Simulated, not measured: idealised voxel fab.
This is a process module. Its name is voxel fin reveal.
Each square cell in cross-section cut measures 5 nm, and the section as a whole is 295 nm wide.
A cross-section in this document is a grid of square cells, and it is written down as bands, the top band listed before the ones below it; a band is made up of one or more rows of cells. Per band: top height and bottom height in nm, followed by the left-to-right materials and their widths in nm; "all across" marks a single material spanning edge to edge, "empty" marks empty space. Height is counted from the level 0, under which the received wafer is composed throughout of one material. The lowest of the bands is not closed at the bottom but continues downward, in the notation "0 -> down". It should be noted that a width expressed as "30 to 40" varies in equal increments from row to row of cells within the band, taking the value of the first number at the top row and that of the second number at the bottom row. No cell of the cross-section changed in a step that is given as "remains unaltered". "Closed void roster" - sealed voids, min. 8 cells, no opening to top; format: width x height at distance (distance from left edge; nm throughout). Note: text after step settings on the step line = simulator remark on that step. A step's line can hold "overlay nm"; with a mask on that step, the setting says how far right of the planned place the mask lay, while a negative setting says it lay to the left.
BELOW IS THE LIST OF PLANNED PROCESS STEPS
1,RECEIVE with material Si
2,CONFORMAL_DEP with material SiN, thk nm 5
3,PATTERN with tone cover, mask id FINS, material resist, width nm 15, pitch nm 35, thk nm 15, overlay nm 0
4,DIRECTIONAL_ETCH with etch materials SiN, depth nm 5
5,DIRECTIONAL_ETCH with etch materials Si, depth nm 40
6,STRIP with etch materials resist
7,OXIDIZE with depth nm 5
8,FILL_DEP with material SiO2, thk nm 5
9,CMP with height nm 5
10,SELECTIVE_ETCH with etch materials SiO2, depth nm 20
11,STRIP with etch materials SiN
12,CONFORMAL_DEP with material SiO2, thk nm 5
SO THIS IS THE INCOMING WAFER IN CROSS-SECTION - IT'S ALREADY BEEN THROUGH STEP 1
    0 -> down  Si all across
    Closed void roster: none
WHAT THE WAFER LOOKS LIKE IN CROSS-SECTION AFTER THIS MODULE, WHEN IT STARTS AS SHOWN ABOVE AND FOLLOWS THE PLAN ABOVE BUT ONE MISTAKE IS MADE IN RUNNING IT
    5 -> 0  SiO2 120, empty 15, SiO2 20, empty 15, SiO2 125
    0 -> -10  Si 115, SiO2 5, empty 15, SiO2 5, Si 10, SiO2 5, empty 15, SiO2 5, Si 120
    -10 -> -45  Si 115, SiO2 25, Si 10, SiO2 25, Si 120
    -45 -> down  Si all across
    Closed void roster: none
So what did we get wrong on this run? not per plan at step 3, really ran PATTERN with tone open, mask id FINS, material resist, width nm 15, pitch nm 35, thk nm 15, overlay nm 0
